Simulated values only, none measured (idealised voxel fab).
process module | voxel ribs on slabs
cross-section cut | 170 nm wide | cells 5 nm
A cross-section is a grid of square cells, given in bands from the top down. A band is one or more rows of cells.
Each band's line starts with the height of the band's top and of its bottom, in nm. Then come its materials from left to right, each with its width in nm. One material with "throughout" fills the band from edge to edge. "air" is empty space.
Height 0 is the level under which the wafer as received is all one material. The lowest band goes on downwards, as in "0 down".
A width such as "30 to 40" changes by the same amount from each row of cells to the next, from the band's top row to its bottom row.
"no change" after a step means that no cell of the cross-section changed.
closed voids: empty space of 8 cells or more with no open way to the top, each as width x height at its distance from the left edge, in nm
after a step's settings: what the simulator itself notes on the step
overlay nm, on a step with a mask: how far to the right of its planned place the mask lay; to the left if negative
plan
1 op RECEIVE | material Si
2 op DIRECTIONAL_DEP | material SiO2 | thk nm 30
3 op DIRECTIONAL_DEP | material polySi | thk nm 15
4 op PATTERN | tone cover | mask id RIB | material resist | width nm 25 | thk nm 20 | overlay nm 0
5 op DIRECTIONAL_ETCH | etch materials polySi | depth nm 5
6 op STRIP | etch materials resist
7 op DIRECTIONAL_DEP | material aC | thk nm 15
8 op PATTERN | tone cover | mask id SLAB | material resist | width nm 65 | thk nm 35 | overlay nm 0
9 op DIRECTIONAL_ETCH | etch materials aC | depth nm 15
10 op STRIP | etch materials resist
11 op DIRECTIONAL_ETCH | etch materials polySi | depth nm 10
12 op STRIP | etch materials aC
13 op FILL_DEP | material SiO2 | thk nm 25
14 op CMP | height nm 60
15 op DIRECTIONAL_DEP | material W | thk nm 5
16 op DIRECTIONAL_DEP | material aC | thk nm 10
17 op PATTERN | tone cover | mask id HEATER | material resist | width nm 35 | thk nm 30 | overlay nm -15
18 op DIRECTIONAL_ETCH | etch materials aC | depth nm 10
19 op STRIP | etch materials resist
20 op DIRECTIONAL_ETCH | etch materials W | depth nm 5
21 op STRIP | etch materials aC
22 op CONFORMAL_DEP | material SiN | thk nm 5
varied across the wafers: overlay nm of step 17. The plan shows the first wafer's value. All wafers start alike
first wafer as received, after step 1
  0 down: Si throughout
  closed voids: none
first wafer at the end, after step 22
  70 to 65: air 45 | SiN 45 | air 80
  65 to 60: SiN 50 | W 35 | SiN 85
  60 to 45: SiO2 throughout
  45 to 40: SiO2 70 | polySi 25 | SiO2 75
  40 to 30: SiO2 50 | polySi 65 | SiO2 55
  30 to 0: SiO2 throughout
  0 down: Si throughout
  closed voids: none
last wafer at the end
  70 to 65: air 75 | SiN 45 | air 50
  65 to 60: SiN 80 | W 35 | SiN 55
  60 to 45: SiO2 throughout
  45 to 40: SiO2 70 | polySi 25 | SiO2 75
  40 to 30: SiO2 50 | polySi 65 | SiO2 55
  30 to 0: SiO2 throughout
  0 down: Si throughout
  closed voids: none
each wafer at the end: cells of each material gained (+) or lost (-) since it was received, then its closed voids
overlay nm -15 | +36 SiN | +377 SiO2 | +7 W | +31 polySi | closed voids: none
overlay nm -10 | +36 SiN | +377 SiO2 | +7 W | +31 polySi | closed voids: none
overlay nm -5 | +36 SiN | +377 SiO2 | +7 W | +31 polySi | closed voids: none
overlay nm 0 | +36 SiN | +377 SiO2 | +7 W | +31 polySi | closed voids: none
overlay nm 5 | +36 SiN | +377 SiO2 | +7 W | +31 polySi | closed voids: none
overlay nm 10 | +36 SiN | +377 SiO2 | +7 W | +31 polySi | closed voids: none
overlay nm 15 | +36 SiN | +377 SiO2 | +7 W | +31 polySi | closed voids: none
